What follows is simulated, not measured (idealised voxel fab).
The process module that follows is named voxel wiring stack.
In the cross-section labelled cut, the width is 250 nm and each square cell is 5 nm.
This document writes a cross-section as a grid whose cells are square, and gives it as bands, listed from the top down; one or more rows of cells form a band. Band: top height; bottom height; in nm. Then, left to right: material with width in nm, for each material. "throughout": a single material spanning edge to edge. "blank": empty space. Height is counted from the level 0, under which the received wafer is composed throughout of one material. The lowest of the bands is not closed at the bottom but continues downward, in the notation "0 -> down". So if you see something like "30..40" for the width, read it as the top row of the band sitting at the first number and the bottom row at the second, with every row in between moving by the same amount as the last. Take "nothing got changed" at face value: in the step it is given for, the cross-section changed in none of its cells. "Sealed cavities" specifies each empty space that is not open to the top and that occupies no fewer than 8 cells, using the form width x height at distance, the distance measured from the left edge and all three quantities in nm. On a step's line, text after the settings is the simulator commenting on that step. overlay nm: where the mask lay relative to plan, measured to the right, on steps with a mask; negatives go left.

[plan]
1 RECEIVE [material Si]
2 CONFORMAL_DEP [material SiO2] [thk nm 10]
3 CONFORMAL_DEP [material SiN] [thk nm 5]
4 DIRECTIONAL_DEP [material SiO2] [thk nm 15]
5 MASKED_ETCH [tone open] [mask id METAL_1] [width nm 25] [pitch nm 50] [etch materials SiO2] [depth nm 15] [overlay nm 0]
6 MASKED_ETCH [tone open] [mask id METAL_1] [width nm 25] [pitch nm 50] [etch materials SiN] [depth nm 5] [overlay nm 0]
7 CONFORMAL_DEP [material TiN] [thk nm 5]
8 FILL_DEP [material Cu] [thk nm 10]
9 CMP [height nm 30]
10 EPI [material Ru] [thk nm 5]
11 FILL_DEP [material SiCN] [thk nm 5]
12 DIRECTIONAL_DEP [material lowk] [thk nm 15]
13 MASKED_ETCH [tone open] [mask id PLUG_1] [width nm 15] [pitch nm 50] [etch materials lowk] [depth nm 15] [overlay nm 0]
14 MASKED_ETCH [tone open] [mask id PLUG_1] [width nm 15] [pitch nm 50] [etch materials SiCN] [depth nm 5] [overlay nm 0]
15 EPI [material Ru] [thk nm 10]
16 EPI [material Ru] [thk nm 10]
17 CONFORMAL_DEP [material SiN] [thk nm 5]
18 DIRECTIONAL_DEP [material SiO2] [thk nm 25]
19 PATTERN [tone open] [mask id METAL_2] [material resist] [width nm 25] [pitch nm 50] [thk nm 20] [overlay nm 0]
20 DIRECTIONAL_ETCH [etch materials SiO2] [depth nm 25]
21 DIRECTIONAL_ETCH [etch materials SiN] [depth nm 5]
22 STRIP [etch materials resist]
23 CONFORMAL_DEP [material TiN] [thk nm 5]
24 FILL_DEP [material Cu] [thk nm 5]
25 CMP [height nm 85]
26 CONFORMAL_DEP [material SiN] [thk nm 5]

[As-received wafer cross-section (after step 1)]
0 -> down = Si throughout
Sealed cavities: none

[Module complete - cross-section of the first of two wafers, run according to plan]
90 -> 85 = SiN throughout
85 -> 60 = 85 SiO2, then 5 TiN, then 15 Cu, then 5 TiN, then 25 SiO2, then 5 TiN, then 15 Cu, then 5 TiN, then 90 SiO2
60 -> 55 = 85 SiN, then 25 TiN, then 25 SiN, then 25 TiN, then 90 SiN
55 -> 40 = 85 lowk, then 15 Ru, then 35 lowk, then 15 Ru, then 100 lowk
40 -> 30 = 85..80 SiCN, then 15..35 Ru, then 35..15 SiCN, then 15..35 Ru, then 100..85 SiCN
30 -> 15 = 85 SiO2, then 5 TiN, then 15 Cu, then 5 TiN, then 25 SiO2, then 5 TiN, then 15 Cu, then 5 TiN, then 90 SiO2
15 -> 10 = 85 SiN, then 25 TiN, then 25 SiN, then 25 TiN, then 90 SiN
10 -> 0 = SiO2 throughout
0 -> down = Si throughout
Sealed cavities: none

[The second wafer, shown in cross-section after the module: started the same way as the first and given the same plan, yet one mistake crept into how it was run]
85 -> 80 = SiN throughout
80 -> 60 = 85 SiO2, then 5 TiN, then 15 Cu, then 5 TiN, then 25 SiO2, then 5 TiN, then 15 Cu, then 5 TiN, then 90 SiO2
60 -> 55 = 85 SiN, then 25 TiN, then 25 SiN, then 25 TiN, then 90 SiN
55 -> 40 = 85 lowk, then 15 Ru, then 35 lowk, then 15 Ru, then 100 lowk
40 -> 30 = 85..80 SiCN, then 15..35 Ru, then 35..15 SiCN, then 15..35 Ru, then 100..85 SiCN
30 -> 15 = 85 SiO2, then 5 TiN, then 15 Cu, then 5 TiN, then 25 SiO2, then 5 TiN, then 15 Cu, then 5 TiN, then 90 SiO2
15 -> 10 = 85 SiN, then 25 TiN, then 25 SiN, then 25 TiN, then 90 SiN
10 -> 0 = SiO2 throughout
0 -> down = Si throughout
Sealed cavities: none
What broke from the plan during processing? step 25, actual vs plan mismatch, actual run CMP [height nm 80]
Upon completion, the second wafer contains, in terms of cells, a greater or smaller amount of certain materials than the first wafer: Cu -6, SiO2 -40, TiN -4
